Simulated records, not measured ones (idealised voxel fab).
process module | voxel wiring stack
cross-section cut | 270 nm wide | cells 5 nm
A cross-section is a grid of square cells, given in bands from the top down. A band is one or more rows of cells.
Each band's line starts with the height of the band's top and of its bottom, in nm. Then come its materials from left to right, each with its width in nm. One material with "throughout" fills the band from edge to edge. "air" is empty space.
Height 0 is the level under which the wafer as received is all one material. The lowest band goes on downwards, as in "0 down".
A width such as "30 to 40" changes by the same amount from each row of cells to the next, from the band's top row to its bottom row.
"no change" after a step means that no cell of the cross-section changed.
closed voids: empty space of 8 cells or more with no open way to the top, each as width x height at its distance from the left edge, in nm
after a step's settings: what the simulator itself notes on the step
overlay nm, on a step with a mask: how far to the right of its planned place the mask lay; to the left if negative
Each pair below shows a cross-section before one step and the cross-section after it, down to the lowest band that changed. The line under each pair gives the step between them, with its settings. The pairs can come from different runs of this module on the same starting wafer, so a pair continues from the pair above only where its "before" says so.
before
  90 to 70: air 95 | Ru 30 | air 20 | Ru 30 | air 95
  70 to 65: air 95 | TiN 30 | air 20 | TiN 30 | air 95
  65 to 50: SiO2 95 | TiN 5 | W 5 | TiN 5 | SiO2 35 | TiN 5 | W 5 | TiN 5 | SiO2 110
  50 to 45: SiCN 95 | TiN 15 | SiCN 35 | TiN 15 | SiCN 110
  45 to 35: lowk 95 | TiN 5 | Cu 20 | TiN 5 | lowk 20 | TiN 5 | Cu 20 | TiN 5 | lowk 95
  35 to 30: SiN 95 | TiN 30 | SiN 20 | TiN 30 | SiN 95
  30 to 0: SiO2 throughout
  0 down: Si throughout
  closed voids: none
after
  100 to 90: lowk throughout
  90 to 70: lowk 95 | Ru 30 | lowk 20 | Ru 30 | lowk 95
  70 to 65: lowk 95 | TiN 30 | lowk 20 | TiN 30 | lowk 95
  below 65: unchanged
  closed voids: none
the step between: op FILL_DEP | material lowk | thk nm 10
before: the cross-section after the pair above
after
  90 to 70: lowk 95 | Ru 30 | lowk 20 | Ru 30 | lowk 95
  below 70: unchanged
  closed voids: none
the step between: op CMP | height nm 90
before: the cross-section after the pair above
after
  95 to 90: SiCN throughout
  below 90: unchanged
  closed voids: none
the step between: op CONFORMAL_DEP | material SiCN | thk nm 5
before: the cross-section after the pair above
after
  110 to 95: SiO2 throughout
  below 95: unchanged
  closed voids: none
the step between: op DIRECTIONAL_DEP | material SiO2 | thk nm 15
before: the cross-section after the pair above
after
  125 to 110: aC throughout
  below 110: unchanged
  closed voids: none
the step between: op DIRECTIONAL_DEP | material aC | thk nm 15
before: the cross-section after the pair above
after
  155 to 125: resist 95 | air 15 | resist 160
  below 125: unchanged
  closed voids: none
the step between: op PATTERN | tone open | mask id PLUG_2 | material resist | width nm 15 | thk nm 30 | overlay nm 0
before: the cross-section after the pair above
after
  140 to 125: resist 95 | air 15 | resist 160
  125 to 110: aC 95 | air 15 | aC 160
  below 110: unchanged
  closed voids: none
the step between: op DIRECTIONAL_ETCH | etch materials aC | depth nm 15
before: the cross-section after the pair above
after
  125 to 110: aC 95 | air 15 | aC 160
  below 110: unchanged
  closed voids: none
the step between: op STRIP | etch materials resist
before: the cross-section after the pair above
after
  125 to 110: aC 95 | air 15 | aC 160
  110 to 95: SiO2 95 | air 15 | SiO2 160
  below 95: unchanged
  closed voids: none
the step between: op DIRECTIONAL_ETCH | etch materials SiO2 | depth nm 15
before: the cross-section after the pair above
after
  125 to 110: aC 95 | air 15 | aC 160
  110 to 95: SiO2 95 | air 15 | SiO2 160
  95 to 90: SiCN 95 | air 15 | SiCN 160
  below 90: unchanged
  closed voids: none
the step between: op DIRECTIONAL_ETCH | etch materials SiCN | depth nm 5
before: the cross-section after the pair above
after
  110 to 95: SiO2 95 | air 15 | SiO2 160
  below 95: unchanged
  closed voids: none
the step between: op STRIP | etch materials aC
before: the cross-section after the pair above
after
  115 to 110: TiN 100 | air 5 | TiN 165
  110 to 95: SiO2 95 | TiN 5 | air 5 | TiN 5 | SiO2 160
  95 to 90: SiCN 95 | TiN 15 | SiCN 160
  below 90: unchanged
  closed voids: none
the step between: op CONFORMAL_DEP | material TiN | thk nm 5
before: the cross-section after the pair above
after
  120 to 115: W throughout
  115 to 110: TiN 100 | W 5 | TiN 165
  110 to 95: SiO2 95 | TiN 5 | W 5 | TiN 5 | SiO2 160
  below 95: unchanged
  closed voids: none
the step between: op FILL_DEP | material W | thk nm 5
before: the cross-section after the pair above
after
  110 to 95: SiO2 95 | TiN 5 | W 5 | TiN 5 | SiO2 160
  below 95: unchanged
  closed voids: none
the step between: op CMP | height nm 110
before: the cross-section after the pair above
after
  115 to 110: TiN throughout
  below 110: unchanged
  closed voids: none
the step between: op DIRECTIONAL_DEP | material TiN | thk nm 5
before: the cross-section after the pair above
after
  130 to 115: Ru throughout
  below 115: unchanged
  closed voids: none
the step between: op DIRECTIONAL_DEP | material Ru | thk nm 15
before: the cross-section after the pair above
after
  145 to 130: air 95 | resist 30 | air 20 | resist 30 | air 95
  below 130: unchanged
  closed voids: none
the step between: op PATTERN | tone cover | mask id METAL_3 | material resist | width nm 30 | pitch nm 50 | thk nm 15 | overlay nm 0
before: the cross-section after the pair above
after
  145 to 130: air 95 | resist 30 | air 20 | resist 30 | air 95
  130 to 115: air 95 | Ru 30 | air 20 | Ru 30 | air 95
  below 115: unchanged
  closed voids: none
the step between: op DIRECTIONAL_ETCH | etch materials Ru | depth nm 15
before: the cross-section after the pair above
after
  145 to 130: air 95 | resist 30 | air 20 | resist 30 | air 95
  130 to 115: air 95 | Ru 30 | air 20 | Ru 30 | air 95
  115 to 110: air 95 | TiN 30 | air 20 | TiN 30 | air 95
  below 110: unchanged
  closed voids: none
the step between: op DIRECTIONAL_ETCH | etch materials TiN | depth nm 5
before: the cross-section after the pair above
after
  130 to 115: air 95 | Ru 30 | air 20 | Ru 30 | air 95
  below 115: unchanged
  closed voids: none
the step between: op STRIP | etch materials resist
before: the cross-section after the pair above
after
  135 to 130: air 90 | SiCN 40 | air 10 | SiCN 40 | air 90
  130 to 115: air 90 | SiCN 5 | Ru 30 | SiCN 5 | air 10 | SiCN 5 | Ru 30 | SiCN 5 | air 90
  115 to 110: SiCN 95 | TiN 30 | SiCN 20 | TiN 30 | SiCN 95
  below 110: unchanged
  closed voids: none
the step between: op CONFORMAL_DEP | material SiCN | thk nm 5
before: the cross-section after the pair above
after
  145 to 135: lowk throughout
  135 to 130: lowk 90 | SiCN 40 | lowk 10 | SiCN 40 | lowk 90
  130 to 115: lowk 90 | SiCN 5 | Ru 30 | SiCN 5 | lowk 10 | SiCN 5 | Ru 30 | SiCN 5 | lowk 90
  below 115: unchanged
  closed voids: none
the step between: op FILL_DEP | material lowk | thk nm 10
before: the cross-section after the pair above
after
  130 to 115: lowk 90 | SiCN 5 | Ru 30 | SiCN 5 | lowk 10 | SiCN 5 | Ru 30 | SiCN 5 | lowk 90
  below 115: unchanged
  closed voids: none
the step between: op CMP | height nm 130
before: the cross-section after the pair above
after
  135 to 130: SiCN throughout
  below 130: unchanged
  closed voids: none
the step between: op CONFORMAL_DEP | material SiCN | thk nm 5
before
  15 to 0: SiO2 throughout
  0 down: Si throughout
  closed voids: none
after
  40 to 15: lowk throughout
  below 15: unchanged
  closed voids: none
the step between: op DIRECTIONAL_DEP | material lowk | thk nm 25
before: the cross-section after the pair above
after
  45 to 40: SiN throughout
  below 40: unchanged
  closed voids: none
the step between: op CONFORMAL_DEP | material SiN | thk nm 5
before: the cross-section after the pair above
after
  60 to 45: aC throughout
  below 45: unchanged
  closed voids: none
the step between: op DIRECTIONAL_DEP | material aC | thk nm 15
before: the cross-section after the pair above
after
  90 to 60: resist 95 | air 30 | resist 20 | air 30 | resist 95
  below 60: unchanged
  closed voids: none
the step between: op PATTERN | tone open | mask id METAL_1 | material resist | width nm 30 | pitch nm 50 | thk nm 30 | overlay nm 0
before: the cross-section after the pair above
after
  75 to 60: resist 95 | air 30 | resist 20 | air 30 | resist 95
  60 to 45: aC 95 | air 30 | aC 20 | air 30 | aC 95
  below 45: unchanged
  closed voids: none
the step between: op DIRECTIONAL_ETCH | etch materials aC | depth nm 15
before: the cross-section after the pair above
after
  60 to 45: aC 95 | air 30 | aC 20 | air 30 | aC 95
  below 45: unchanged
  closed voids: none
the step between: op STRIP | etch materials resist
before: the cross-section after the pair above
after
  60 to 45: aC 95 | air 30 | aC 20 | air 30 | aC 95
  45 to 40: SiN 95 | air 30 | SiN 20 | air 30 | SiN 95
  below 40: unchanged
  closed voids: none
the step between: op DIRECTIONAL_ETCH | etch materials SiN | depth nm 5
before: the cross-section after the pair above
after
  45 to 40: SiN 95 | air 30 | SiN 20 | air 30 | SiN 95
  below 40: unchanged
  closed voids: none
the step between: op STRIP | etch materials aC
before: the cross-section after the pair above
after
  50 to 45: TiN 100 | air 20 | TiN 30 | air 20 | TiN 100
  45 to 40: SiN 95 | TiN 30 | SiN 20 | TiN 30 | SiN 95
  below 40: unchanged
  closed voids: none
the step between: op CONFORMAL_DEP | material TiN | thk nm 5
before: the cross-section after the pair above
after
  60 to 50: Cu throughout
  50 to 45: TiN 100 | Cu 20 | TiN 30 | Cu 20 | TiN 100
  below 45: unchanged
  closed voids: none
the step between: op FILL_DEP | material Cu | thk nm 10
before: the cross-section after the pair above
after
  45 to 40: SiN 95 | TiN 30 | SiN 20 | TiN 30 | SiN 95
  below 40: unchanged
  closed voids: none
the step between: op CMP | height nm 45
before: the cross-section after the pair above
after
  50 to 45: SiCN throughout
  below 45: unchanged
  closed voids: none
the step between: op CONFORMAL_DEP | material SiCN | thk nm 5
before: the cross-section after the pair above
after
  65 to 50: SiO2 throughout
  below 50: unchanged
  closed voids: none
the step between: op DIRECTIONAL_DEP | material SiO2 | thk nm 15
before: the cross-section after the pair above
after
  80 to 65: aC throughout
  below 65: unchanged
  closed voids: none
the step between: op DIRECTIONAL_DEP | material aC | thk nm 15
before: the cross-section after the pair above
after
  110 to 80: resist 95 | air 15 | resist 35 | air 15 | resist 110
  below 80: unchanged
  closed voids: none
the step between: op PATTERN | tone open | mask id PLUG_1 | material resist | width nm 15 | pitch nm 50 | thk nm 30 | overlay nm 0
before: the cross-section after the pair above
after
  95 to 80: resist 95 | air 15 | resist 35 | air 15 | resist 110
  80 to 65: aC 95 | air 15 | aC 35 | air 15 | aC 110
  below 65: unchanged
  closed voids: none
the step between: op DIRECTIONAL_ETCH | etch materials aC | depth nm 15
before: the cross-section after the pair above
after
  80 to 65: aC 95 | air 15 | aC 35 | air 15 | aC 110
  below 65: unchanged
  closed voids: none
the step between: op STRIP | etch materials resist
before: the cross-section after the pair above
after
  80 to 65: aC 95 | air 15 | aC 35 | air 15 | aC 110
  65 to 50: SiO2 95 | air 15 | SiO2 35 | air 15 | SiO2 110
  below 50: unchanged
  closed voids: none
the step between: op DIRECTIONAL_ETCH | etch materials SiO2 | depth nm 15
before: the cross-section after the pair above
after
  80 to 65: aC 95 | air 15 | aC 35 | air 15 | aC 110
  65 to 50: SiO2 95 | air 15 | SiO2 35 | air 15 | SiO2 110
  50 to 45: SiCN 95 | air 15 | SiCN 35 | air 15 | SiCN 110
  below 45: unchanged
  closed voids: none
the step between: op DIRECTIONAL_ETCH | etch materials SiCN | depth nm 5
before: the cross-section after the pair above
after
  65 to 50: SiO2 95 | air 15 | SiO2 35 | air 15 | SiO2 110
  below 50: unchanged
  closed voids: none
the step between: op STRIP | etch materials aC
before: the cross-section after the pair above
after
  70 to 65: TiN 100 | air 5 | TiN 45 | air 5 | TiN 115
  65 to 50: SiO2 95 | TiN 5 | air 5 | TiN 5 | SiO2 35 | TiN 5 | air 5 | TiN 5 | SiO2 110
  50 to 45: SiCN 95 | TiN 15 | SiCN 35 | TiN 15 | SiCN 110
  below 45: unchanged
  closed voids: none
the step between: op CONFORMAL_DEP | material TiN | thk nm 5
before: the cross-section after the pair above
after
  75 to 70: W throughout
  70 to 65: TiN 100 | W 5 | TiN 45 | W 5 | TiN 115
  65 to 50: SiO2 95 | TiN 5 | W 5 | TiN 5 | SiO2 35 | TiN 5 | W 5 | TiN 5 | SiO2 110
  below 50: unchanged
  closed voids: none
the step between: op FILL_DEP | material W | thk nm 5
before: the cross-section after the pair above
after
  65 to 50: SiO2 95 | TiN 5 | W 5 | TiN 5 | SiO2 35 | TiN 5 | W 5 | TiN 5 | SiO2 110
  below 50: unchanged
  closed voids: none
the step between: op CMP | height nm 65
before: the cross-section after the pair above
after
  70 to 65: TiN throughout
  below 65: unchanged
  closed voids: none
the step between: op DIRECTIONAL_DEP | material TiN | thk nm 5
before: the cross-section after the pair above
after
  90 to 70: Ru throughout
  below 70: unchanged
  closed voids: none
the step between: op DIRECTIONAL_DEP | material Ru | thk nm 20
before: the cross-section after the pair above
after
  90 to 70: air 95 | Ru 30 | air 20 | Ru 30 | air 95
  below 70: unchanged
  closed voids: none
the step between: op MASKED_ETCH | tone cover | mask id METAL_2 | width nm 30 | pitch nm 50 | etch materials Ru | depth nm 20 | overlay nm 0
before: the cross-section after the pair above
after
  90 to 70: air 95 | Ru 30 | air 20 | Ru 30 | air 95
  70 to 65: air 95 | TiN 30 | air 20 | TiN 30 | air 95
  below 65: unchanged
  closed voids: none
the step between: op MASKED_ETCH | tone cover | mask id METAL_2 | width nm 30 | pitch nm 50 | etch materials TiN | depth nm 5 | overlay nm 0
before: the cross-section after the pair above
after
  100 to 90: lowk throughout
  90 to 70: lowk 95 | Ru 30 | lowk 20 | Ru 30 | lowk 95
  70 to 65: lowk 95 | TiN 30 | lowk 20 | TiN 30 | lowk 95
  below 65: unchanged
  closed voids: none
the step between: op FILL_DEP | material lowk | thk nm 10
before: the cross-section after the pair above
after
  90 to 70: lowk 95 | Ru 30 | lowk 20 | Ru 30 | lowk 95
  below 70: unchanged
  closed voids: none
the step between: op CMP | height nm 90
before: the cross-section after the pair above
after
  95 to 90: SiCN throughout
  below 90: unchanged
  closed voids: none
the step between: op CONFORMAL_DEP | material SiCN | thk nm 5
before: the cross-section after the pair above
after
  110 to 95: SiO2 throughout
  below 95: unchanged
  closed voids: none
the step between: op DIRECTIONAL_DEP | material SiO2 | thk nm 15
before: the cross-section after the pair above
after
  125 to 110: aC throughout
  below 110: unchanged
  closed voids: none
the step between: op DIRECTIONAL_DEP | material aC | thk nm 15
before: the cross-section after the pair above
after
  155 to 125: resist 95 | air 15 | resist 160
  below 125: unchanged
  closed voids: none
the step between: op PATTERN | tone open | mask id PLUG_2 | material resist | width nm 15 | thk nm 30 | overlay nm 0
before: the cross-section after the pair above
after
  140 to 125: resist 95 | air 15 | resist 160
  125 to 110: aC 95 | air 15 | aC 160
  below 110: unchanged
  closed voids: none
the step between: op DIRECTIONAL_ETCH | etch materials aC | depth nm 15
before: the cross-section after the pair above
after
  125 to 110: aC 95 | air 15 | aC 160
  below 110: unchanged
  closed voids: none
the step between: op STRIP | etch materials resist
before: the cross-section after the pair above
after
  125 to 110: aC 95 | air 15 | aC 160
  110 to 95: SiO2 95 | air 15 | SiO2 160
  below 95: unchanged
  closed voids: none
the step between: op DIRECTIONAL_ETCH | etch materials SiO2 | depth nm 15
before: the cross-section after the pair above
after
  125 to 110: aC 95 | air 15 | aC 160
  110 to 95: SiO2 95 | air 15 | SiO2 160
  95 to 90: SiCN 95 | air 15 | SiCN 160
  below 90: unchanged
  closed voids: none
the step between: op DIRECTIONAL_ETCH | etch materials SiCN | depth nm 5
before: the cross-section after the pair above
after
  110 to 95: SiO2 95 | air 15 | SiO2 160
  below 95: unchanged
  closed voids: none
the step between: op STRIP | etch materials aC
before: the cross-section after the pair above
after
  115 to 110: TiN 100 | air 5 | TiN 165
  110 to 95: SiO2 95 | TiN 5 | air 5 | TiN 5 | SiO2 160
  95 to 90: SiCN 95 | TiN 15 | SiCN 160
  below 90: unchanged
  closed voids: none
the step between: op CONFORMAL_DEP | material TiN | thk nm 5
before: the cross-section after the pair above
after
  120 to 115: W throughout
  115 to 110: TiN 100 | W 5 | TiN 165
  110 to 95: SiO2 95 | TiN 5 | W 5 | TiN 5 | SiO2 160
  below 95: unchanged
  closed voids: none
the step between: op FILL_DEP | material W | thk nm 5
before: the cross-section after the pair above
after
  110 to 95: SiO2 95 | TiN 5 | W 5 | TiN 5 | SiO2 160
  below 95: unchanged
  closed voids: none
the step between: op CMP | height nm 110
before: the cross-section after the pair above
after
  115 to 110: TiN throughout
  below 110: unchanged
  closed voids: none
the step between: op DIRECTIONAL_DEP | material TiN | thk nm 5
before: the cross-section after the pair above
after
  130 to 115: Ru throughout
  below 115: unchanged
  closed voids: none
the step between: op DIRECTIONAL_DEP | material Ru | thk nm 15
before: the cross-section after the pair above
after
  145 to 130: air 95 | resist 30 | air 20 | resist 30 | air 95
  below 130: unchanged
  closed voids: none
the step between: op PATTERN | tone cover | mask id METAL_3 | material resist | width nm 30 | pitch nm 50 | thk nm 15 | overlay nm 0
before: the cross-section after the pair above
after
  145 to 130: air 95 | resist 30 | air 20 | resist 30 | air 95
  130 to 115: air 95 | Ru 30 | air 20 | Ru 30 | air 95
  below 115: unchanged
  closed voids: none
the step between: op DIRECTIONAL_ETCH | etch materials Ru | depth nm 15
before: the cross-section after the pair above
after
  145 to 130: air 95 | resist 30 | air 20 | resist 30 | air 95
  130 to 115: air 95 | Ru 30 | air 20 | Ru 30 | air 95
  115 to 110: air 95 | TiN 30 | air 20 | TiN 30 | air 95
  below 110: unchanged
  closed voids: none
the step between: op DIRECTIONAL_ETCH | etch materials TiN | depth nm 5
before: the cross-section after the pair above
after
  130 to 115: air 95 | Ru 30 | air 20 | Ru 30 | air 95
  below 115: unchanged
  closed voids: none
the step between: op STRIP | etch materials resist
before: the cross-section after the pair above
after
  135 to 130: air 90 | SiCN 40 | air 10 | SiCN 40 | air 90
  130 to 115: air 90 | SiCN 5 | Ru 30 | SiCN 5 | air 10 | SiCN 5 | Ru 30 | SiCN 5 | air 90
  115 to 110: SiCN 95 | TiN 30 | SiCN 20 | TiN 30 | SiCN 95
  below 110: unchanged
  closed voids: none
the step between: op CONFORMAL_DEP | material SiCN | thk nm 5
before: the cross-section after the pair above
after
  145 to 135: lowk throughout
  135 to 130: lowk 90 | SiCN 40 | lowk 10 | SiCN 40 | lowk 90
  130 to 115: lowk 90 | SiCN 5 | Ru 30 | SiCN 5 | lowk 10 | SiCN 5 | Ru 30 | SiCN 5 | lowk 90
  below 115: unchanged
  closed voids: none
the step between: op FILL_DEP | material lowk | thk nm 10
before: the cross-section after the pair above
after
  130 to 115: lowk 90 | SiCN 5 | Ru 30 | SiCN 5 | lowk 10 | SiCN 5 | Ru 30 | SiCN 5 | lowk 90
  below 115: unchanged
  closed voids: none
the step between: op CMP | height nm 130
before: the cross-section after the pair above
after
  135 to 130: SiCN throughout
  below 130: unchanged
  closed voids: none
the step between: op CONFORMAL_DEP | material SiCN | thk nm 5
before
  75 to 70: W throughout
  70 to 65: TiN 100 | W 5 | TiN 45 | W 5 | TiN 115
  65 to 50: SiO2 95 | TiN 5 | W 5 | TiN 5 | SiO2 35 | TiN 5 | W 5 | TiN 5 | SiO2 110
  50 to 45: SiCN 95 | TiN 15 | SiCN 35 | TiN 15 | SiCN 110
  45 to 20: lowk 95 | TiN 5 | Cu 20 | TiN 5 | lowk 20 | TiN 5 | Cu 20 | TiN 5 | lowk 95
  20 to 15: SiN 95 | TiN 30 | SiN 20 | TiN 30 | SiN 95
  15 to 0: SiO2 throughout
  0 down: Si throughout
  closed voids: none
after
  55 to 50: SiO2 95 | TiN 5 | W 5 | TiN 5 | SiO2 35 | TiN 5 | W 5 | TiN 5 | SiO2 110
  below 50: unchanged
  closed voids: none
the step between: op CMP | height nm 55
before: the cross-section after the pair above
after
  60 to 55: TiN throughout
  below 55: unchanged
  closed voids: none
the step between: op DIRECTIONAL_DEP | material TiN | thk nm 5
before: the cross-section after the pair above
after
  80 to 60: Ru throughout
  below 60: unchanged
  closed voids: none
the step between: op DIRECTIONAL_DEP | material Ru | thk nm 20
before: the cross-section after the pair above
after
  80 to 60: air 95 | Ru 30 | air 20 | Ru 30 | air 95
  below 60: unchanged
  closed voids: none
the step between: op MASKED_ETCH | tone cover | mask id METAL_2 | width nm 30 | pitch nm 50 | etch materials Ru | depth nm 20 | overlay nm 0
before: the cross-section after the pair above
after
  80 to 60: air 95 | Ru 30 | air 20 | Ru 30 | air 95
  60 to 55: air 95 | TiN 30 | air 20 | TiN 30 | air 95
  below 55: unchanged
  closed voids: none
the step between: op MASKED_ETCH | tone cover | mask id METAL_2 | width nm 30 | pitch nm 50 | etch materials TiN | depth nm 5 | overlay nm 0
before: the cross-section after the pair above
after
  90 to 80: lowk throughout
  80 to 60: lowk 95 | Ru 30 | lowk 20 | Ru 30 | lowk 95
  60 to 55: lowk 95 | TiN 30 | lowk 20 | TiN 30 | lowk 95
  below 55: unchanged
  closed voids: none
the step between: op FILL_DEP | material lowk | thk nm 10
before: the cross-section after the pair above
after
  95 to 90: SiCN throughout
  below 90: unchanged
  closed voids: none
the step between: op CONFORMAL_DEP | material SiCN | thk nm 5
before: the cross-section after the pair above
after
  110 to 95: SiO2 throughout
  below 95: unchanged
  closed voids: none
the step between: op DIRECTIONAL_DEP | material SiO2 | thk nm 15
before: the cross-section after the pair above
after
  125 to 110: aC throughout
  below 110: unchanged
  closed voids: none
the step between: op DIRECTIONAL_DEP | material aC | thk nm 15
before: the cross-section after the pair above
after
  155 to 125: resist 95 | air 15 | resist 160
  below 125: unchanged
  closed voids: none
the step between: op PATTERN | tone open | mask id PLUG_2 | material resist | width nm 15 | thk nm 30 | overlay nm 0
before: the cross-section after the pair above
after
  140 to 125: resist 95 | air 15 | resist 160
  125 to 110: aC 95 | air 15 | aC 160
  below 110: unchanged
  closed voids: none
the step between: op DIRECTIONAL_ETCH | etch materials aC | depth nm 15
before: the cross-section after the pair above
after
  125 to 110: aC 95 | air 15 | aC 160
  below 110: unchanged
  closed voids: none
the step between: op STRIP | etch materials resist
before: the cross-section after the pair above
after
  125 to 110: aC 95 | air 15 | aC 160
  110 to 95: SiO2 95 | air 15 | SiO2 160
  below 95: unchanged
  closed voids: none
the step between: op DIRECTIONAL_ETCH | etch materials SiO2 | depth nm 15
before: the cross-section after the pair above
after
  125 to 110: aC 95 | air 15 | aC 160
  110 to 95: SiO2 95 | air 15 | SiO2 160
  95 to 90: SiCN 95 | air 15 | SiCN 160
  below 90: unchanged
  closed voids: none
the step between: op DIRECTIONAL_ETCH | etch materials SiCN | depth nm 5
before: the cross-section after the pair above
after
  110 to 95: SiO2 95 | air 15 | SiO2 160
  below 95: unchanged
  closed voids: none
the step between: op STRIP | etch materials aC
before: the cross-section after the pair above
after
  115 to 110: TiN 100 | air 5 | TiN 165
  110 to 95: SiO2 95 | TiN 5 | air 5 | TiN 5 | SiO2 160
  95 to 90: SiCN 95 | TiN 15 | SiCN 160
  below 90: unchanged
  closed voids: none
the step between: op CONFORMAL_DEP | material TiN | thk nm 5
before: the cross-section after the pair above
after
  120 to 115: W throughout
  115 to 110: TiN 100 | W 5 | TiN 165
  110 to 95: SiO2 95 | TiN 5 | W 5 | TiN 5 | SiO2 160
  below 95: unchanged
  closed voids: none
the step between: op FILL_DEP | material W | thk nm 5
before: the cross-section after the pair above
after
  110 to 95: SiO2 95 | TiN 5 | W 5 | TiN 5 | SiO2 160
  below 95: unchanged
  closed voids: none
the step between: op CMP | height nm 110
before: the cross-section after the pair above
after
  115 to 110: TiN throughout
  below 110: unchanged
  closed voids: none
the step between: op DIRECTIONAL_DEP | material TiN | thk nm 5
before: the cross-section after the pair above
after
  130 to 115: Ru throughout
  below 115: unchanged
  closed voids: none
the step between: op DIRECTIONAL_DEP | material Ru | thk nm 15
before: the cross-section after the pair above
after
  145 to 130: air 95 | resist 30 | air 20 | resist 30 | air 95
  below 130: unchanged
  closed voids: none
the step between: op PATTERN | tone cover | mask id METAL_3 | material resist | width nm 30 | pitch nm 50 | thk nm 15 | overlay nm 0
before: the cross-section after the pair above
after
  145 to 130: air 95 | resist 30 | air 20 | resist 30 | air 95
  130 to 115: air 95 | Ru 30 | air 20 | Ru 30 | air 95
  below 115: unchanged
  closed voids: none
the step between: op DIRECTIONAL_ETCH | etch materials Ru | depth nm 15
before: the cross-section after the pair above
after
  145 to 130: air 95 | resist 30 | air 20 | resist 30 | air 95
  130 to 115: air 95 | Ru 30 | air 20 | Ru 30 | air 95
  115 to 110: air 95 | TiN 30 | air 20 | TiN 30 | air 95
  below 110: unchanged
  closed voids: none
the step between: op DIRECTIONAL_ETCH | etch materials TiN | depth nm 5
before: the cross-section after the pair above
after
  130 to 115: air 95 | Ru 30 | air 20 | Ru 30 | air 95
  below 115: unchanged
  closed voids: none
the step between: op STRIP | etch materials resist
before: the cross-section after the pair above
after
  135 to 130: air 90 | SiCN 40 | air 10 | SiCN 40 | air 90
  130 to 115: air 90 | SiCN 5 | Ru 30 | SiCN 5 | air 10 | SiCN 5 | Ru 30 | SiCN 5 | air 90
  115 to 110: SiCN 95 | TiN 30 | SiCN 20 | TiN 30 | SiCN 95
  below 110: unchanged
  closed voids: none
the step between: op CONFORMAL_DEP | material SiCN | thk nm 5
before: the cross-section after the pair above
after
  145 to 135: lowk throughout
  135 to 130: lowk 90 | SiCN 40 | lowk 10 | SiCN 40 | lowk 90
  130 to 115: lowk 90 | SiCN 5 | Ru 30 | SiCN 5 | lowk 10 | SiCN 5 | Ru 30 | SiCN 5 | lowk 90
  below 115: unchanged
  closed voids: none
the step between: op FILL_DEP | material lowk | thk nm 10
before: the cross-section after the pair above
after
  130 to 115: lowk 90 | SiCN 5 | Ru 30 | SiCN 5 | lowk 10 | SiCN 5 | Ru 30 | SiCN 5 | lowk 90
  below 115: unchanged
  closed voids: none
the step between: op CMP | height nm 130
before: the cross-section after the pair above
after
  135 to 130: SiCN throughout
  below 130: unchanged
  closed voids: none
the step between: op CONFORMAL_DEP | material SiCN | thk nm 5
before
  80 to 65: aC throughout
  65 to 50: SiO2 throughout
  50 to 45: SiCN throughout
  45 to 20: lowk 95 | TiN 5 | Cu 20 | TiN 5 | lowk 20 | TiN 5 | Cu 20 | TiN 5 | lowk 95
  20 to 15: SiN 95 | TiN 30 | SiN 20 | TiN 30 | SiN 95
  15 to 0: SiO2 throughout
  0 down: Si throughout
  closed voids: none
after
  110 to 80: resist 95 | air 20 | resist 30 | air 20 | resist 105
  below 80: unchanged
  closed voids: none
the step between: op PATTERN | tone open | mask id PLUG_1 | material resist | width nm 20 | pitch nm 50 | thk nm 30 | overlay nm 0
before: the cross-section after the pair above
after
  95 to 80: resist 95 | air 20 | resist 30 | air 20 | resist 105
  80 to 65: aC 95 | air 20 | aC 30 | air 20 | aC 105
  below 65: unchanged
  closed voids: none
the step between: op DIRECTIONAL_ETCH | etch materials aC | depth nm 15
before: the cross-section after the pair above
after
  80 to 65: aC 95 | air 20 | aC 30 | air 20 | aC 105
  below 65: unchanged
  closed voids: none
the step between: op STRIP | etch materials resist
before: the cross-section after the pair above
after
  80 to 65: aC 95 | air 20 | aC 30 | air 20 | aC 105
  65 to 50: SiO2 95 | air 20 | SiO2 30 | air 20 | SiO2 105
  below 50: unchanged
  closed voids: none
the step between: op DIRECTIONAL_ETCH | etch materials SiO2 | depth nm 15
before: the cross-section after the pair above
after
  80 to 65: aC 95 | air 20 | aC 30 | air 20 | aC 105
  65 to 50: SiO2 95 | air 20 | SiO2 30 | air 20 | SiO2 105
  50 to 45: SiCN 95 | air 20 | SiCN 30 | air 20 | SiCN 105
  below 45: unchanged
  closed voids: none
the step between: op DIRECTIONAL_ETCH | etch materials SiCN | depth nm 5
before: the cross-section after the pair above
after
  65 to 50: SiO2 95 | air 20 | SiO2 30 | air 20 | SiO2 105
  below 50: unchanged
  closed voids: none
the step between: op STRIP | etch materials aC
before: the cross-section after the pair above
after
  70 to 65: TiN 100 | air 10 | TiN 40 | air 10 | TiN 110
  65 to 50: SiO2 95 | TiN 5 | air 10 | TiN 5 | SiO2 30 | TiN 5 | air 10 | TiN 5 | SiO2 105
  50 to 45: SiCN 95 | TiN 20 | SiCN 30 | TiN 20 | SiCN 105
  below 45: unchanged
  closed voids: none
the step between: op CONFORMAL_DEP | material TiN | thk nm 5
before: the cross-section after the pair above
after
  75 to 70: W throughout
  70 to 65: TiN 100 | W 10 | TiN 40 | W 10 | TiN 110
  65 to 50: SiO2 95 | TiN 5 | W 10 | TiN 5 | SiO2 30 | TiN 5 | W 10 | TiN 5 | SiO2 105
  below 50: unchanged
  closed voids: none
the step between: op FILL_DEP | material W | thk nm 5
before: the cross-section after the pair above
after
  65 to 50: SiO2 95 | TiN 5 | W 10 | TiN 5 | SiO2 30 | TiN 5 | W 10 | TiN 5 | SiO2 105
  below 50: unchanged
  closed voids: none
the step between: op CMP | height nm 65
before: the cross-section after the pair above
after
  70 to 65: TiN throughout
  below 65: unchanged
  closed voids: none
the step between: op DIRECTIONAL_DEP | material TiN | thk nm 5
before: the cross-section after the pair above
after
  90 to 70: Ru throughout
  below 70: unchanged
  closed voids: none
the step between: op DIRECTIONAL_DEP | material Ru | thk nm 20
before: the cross-section after the pair above
after
  90 to 70: air 95 | Ru 30 | air 20 | Ru 30 | air 95
  below 70: unchanged
  closed voids: none
the step between: op MASKED_ETCH | tone cover | mask id METAL_2 | width nm 30 | pitch nm 50 | etch materials Ru | depth nm 20 | overlay nm 0
before: the cross-section after the pair above
after
  90 to 70: air 95 | Ru 30 | air 20 | Ru 30 | air 95
  70 to 65: air 95 | TiN 30 | air 20 | TiN 30 | air 95
  below 65: unchanged
  closed voids: none
the step between: op MASKED_ETCH | tone cover | mask id METAL_2 | width nm 30 | pitch nm 50 | etch materials TiN | depth nm 5 | overlay nm 0
before: the cross-section after the pair above
after
  100 to 90: lowk throughout
  90 to 70: lowk 95 | Ru 30 | lowk 20 | Ru 30 | lowk 95
  70 to 65: lowk 95 | TiN 30 | lowk 20 | TiN 30 | lowk 95
  below 65: unchanged
  closed voids: none
the step between: op FILL_DEP | material lowk | thk nm 10
before: the cross-section after the pair above
after
  90 to 70: lowk 95 | Ru 30 | lowk 20 | Ru 30 | lowk 95
  below 70: unchanged
  closed voids: none
the step between: op CMP | height nm 90
before: the cross-section after the pair above
after
  95 to 90: SiCN throughout
  below 90: unchanged
  closed voids: none
the step between: op CONFORMAL_DEP | material SiCN | thk nm 5
